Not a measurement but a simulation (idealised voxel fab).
Process module, titled voxel plated lines
We display cut, a cross-section 265 nm in width whose square cells are each 5 nm.
Heads up, the way a cross-section reads in here is a grid of square cells, handed over as bands from the top down, with every band being one or more rows of cells. Look at the band entry: it leads with the top's height and the bottom's height in nm. Then it lists the materials left to right, with a width in nm for each. The word "all across" on a single material says that material fills the band edge to edge. The word "blank" is empty space. Note: height 0 marks the level under which the wafer is uniformly one material as received. Lowest band unbounded below, written "0..down". With a width like "30->40", each row of cells in the band differs from the next by the same amount, the top row carrying the first number and the bottom row the second. "nothing was modified" after a step means that no cell of the cross-section changed. Voids not open to the top, 8 cells minimum: see "Fully enclosed voids". Written width x height at distance; distance is from the left edge; nm. What comes after the settings on a step's line is commentary from the simulator itself on that step. overlay nm: for a step with a mask, the amount by which the mask lay right of where it was planned; a negative amount means left of it.
PLANNED STEP LIST FOR THE PROCESS
1 RECEIVE [material Si]
2 CONFORMAL_DEP [material SiN] [thk nm 10]
3 DIRECTIONAL_DEP [material TiN] [thk nm 5]
4 PATTERN [tone open] [mask id LINES] [material resist] [width nm 25] [pitch nm 50] [thk nm 15] [overlay nm 0]
5 EPI [material Ru] [thk nm 10]
6 STRIP [etch materials resist]
7 DIRECTIONAL_ETCH [etch materials TiN] [depth nm 5]
8 CONFORMAL_DEP [material SiO2] [thk nm 10]
WAFER, FIRST OF TWO, RUN AS PLANNED
CROSS-SECTION OF THE WAFER AT RECEIPT, WHICH IS THE CONDITION AFTER STEP 1
0..down  Si all across
Fully enclosed voids: none
WAFER AFTER STEP 2 (CROSS-SECTION)
10..0  SiN all across
Below 0, no change.
WAFER AFTER STEP 3 (CROSS-SECTION)
15..10  TiN all across
Below 10, no change.
WAFER AFTER STEP 4 (CROSS-SECTION)
30..15  70 nm resist, then 25 nm blank, then 25 nm resist, then 25 nm blank, then 25 nm resist, then 25 nm blank, then 70 nm resist
Below 15, no change.
WAFER AFTER STEP 5 (CROSS-SECTION)
30..25  70 nm resist, then 25 nm blank, then 25 nm resist, then 25 nm blank, then 25 nm resist, then 25 nm blank, then 70 nm resist
25..15  70 nm resist, then 25 nm Ru, then 25 nm resist, then 25 nm Ru, then 25 nm resist, then 25 nm Ru, then 70 nm resist
Below 15, no change.
WAFER AFTER STEP 6 (CROSS-SECTION)
25..15  70 nm blank, then 25 nm Ru, then 25 nm blank, then 25 nm Ru, then 25 nm blank, then 25 nm Ru, then 70 nm blank
Below 15, no change.
WAFER AFTER STEP 7 (CROSS-SECTION)
25..15  70 nm blank, then 25 nm Ru, then 25 nm blank, then 25 nm Ru, then 25 nm blank, then 25 nm Ru, then 70 nm blank
15..10  70 nm blank, then 25 nm TiN, then 25 nm blank, then 25 nm TiN, then 25 nm blank, then 25 nm TiN, then 70 nm blank
Below 10, no change.
WAFER AFTER STEP 8 (CROSS-SECTION)
35..25  60 nm blank, then 45 nm SiO2, then 5 nm blank, then 45 nm SiO2, then 5 nm blank, then 45 nm SiO2, then 60 nm blank
25..20  60 nm blank, then 10 nm SiO2, then 25 nm Ru, then 10 nm SiO2, then 5 nm blank, then 10 nm SiO2, then 25 nm Ru, then 10 nm SiO2, then 5 nm blank, then 10 nm SiO2, then 25 nm Ru, then 10 nm SiO2, then 60 nm blank
20..15  70 nm SiO2, then 25 nm Ru, then 25 nm SiO2, then 25 nm Ru, then 25 nm SiO2, then 25 nm Ru, then 70 nm SiO2
15..10  70 nm SiO2, then 25 nm TiN, then 25 nm SiO2, then 25 nm TiN, then 25 nm SiO2, then 25 nm TiN, then 70 nm SiO2
Below 10, no change.
WHAT FOLLOWS CONCERNS THE SECOND WAFER, WHICH STARTED OUT LIKE THE FIRST AND WAS MEANT TO FOLLOW THE VERY SAME PLAN; ONE MISTAKE CREPT IN WHEN IT WAS RUN, BUT EVERYTHING UP TO AND INCLUDING STEP 1 IS THE SAME AS FOR THE FIRST WAFER
CROSS-SECTION OF THE SECOND WAFER AT THE TIME STEP 2 OF THE PLAN SHOULD HAVE ENDED
5..0  SiN all across
Below 0, no change.
CROSS-SECTION OF THE SECOND WAFER AT THE TIME STEP 3 OF THE PLAN SHOULD HAVE ENDED
10..5  TiN all across
Below 5, no change.
CROSS-SECTION OF THE SECOND WAFER AT THE TIME STEP 4 OF THE PLAN SHOULD HAVE ENDED
25..10  70 nm resist, then 25 nm blank, then 25 nm resist, then 25 nm blank, then 25 nm resist, then 25 nm blank, then 70 nm resist
Below 10, no change.
CROSS-SECTION OF THE SECOND WAFER AT THE TIME STEP 5 OF THE PLAN SHOULD HAVE ENDED
25..20  70 nm resist, then 25 nm blank, then 25 nm resist, then 25 nm blank, then 25 nm resist, then 25 nm blank, then 70 nm resist
20..10  70 nm resist, then 25 nm Ru, then 25 nm resist, then 25 nm Ru, then 25 nm resist, then 25 nm Ru, then 70 nm resist
Below 10, no change.
CROSS-SECTION OF THE SECOND WAFER AT THE TIME STEP 6 OF THE PLAN SHOULD HAVE ENDED
20..10  70 nm blank, then 25 nm Ru, then 25 nm blank, then 25 nm Ru, then 25 nm blank, then 25 nm Ru, then 70 nm blank
Below 10, no change.
CROSS-SECTION OF THE SECOND WAFER AT THE TIME STEP 7 OF THE PLAN SHOULD HAVE ENDED
20..10  70 nm blank, then 25 nm Ru, then 25 nm blank, then 25 nm Ru, then 25 nm blank, then 25 nm Ru, then 70 nm blank
10..5  70 nm blank, then 25 nm TiN, then 25 nm blank, then 25 nm TiN, then 25 nm blank, then 25 nm TiN, then 70 nm blank
Below 5, no change.
CROSS-SECTION OF THE SECOND WAFER AT THE TIME STEP 8 OF THE PLAN SHOULD HAVE ENDED
30..20  60 nm blank, then 45 nm SiO2, then 5 nm blank, then 45 nm SiO2, then 5 nm blank, then 45 nm SiO2, then 60 nm blank
20..15  60 nm blank, then 10 nm SiO2, then 25 nm Ru, then 10 nm SiO2, then 5 nm blank, then 10 nm SiO2, then 25 nm Ru, then 10 nm SiO2, then 5 nm blank, then 10 nm SiO2, then 25 nm Ru, then 10 nm SiO2, then 60 nm blank
15..10  70 nm SiO2, then 25 nm Ru, then 25 nm SiO2, then 25 nm Ru, then 25 nm SiO2, then 25 nm Ru, then 70 nm SiO2
10..5  70 nm SiO2, then 25 nm TiN, then 25 nm SiO2, then 25 nm TiN, then 25 nm SiO2, then 25 nm TiN, then 70 nm SiO2
Below 5, no change.
Want to know what went wrong? so step 2 ended up running with a different setting than we planned, it ran as CONFORMAL_DEP [material SiN] [thk nm 5]
Final difference in cells, second wafer against first, listed per material as more or fewer: SiN -53
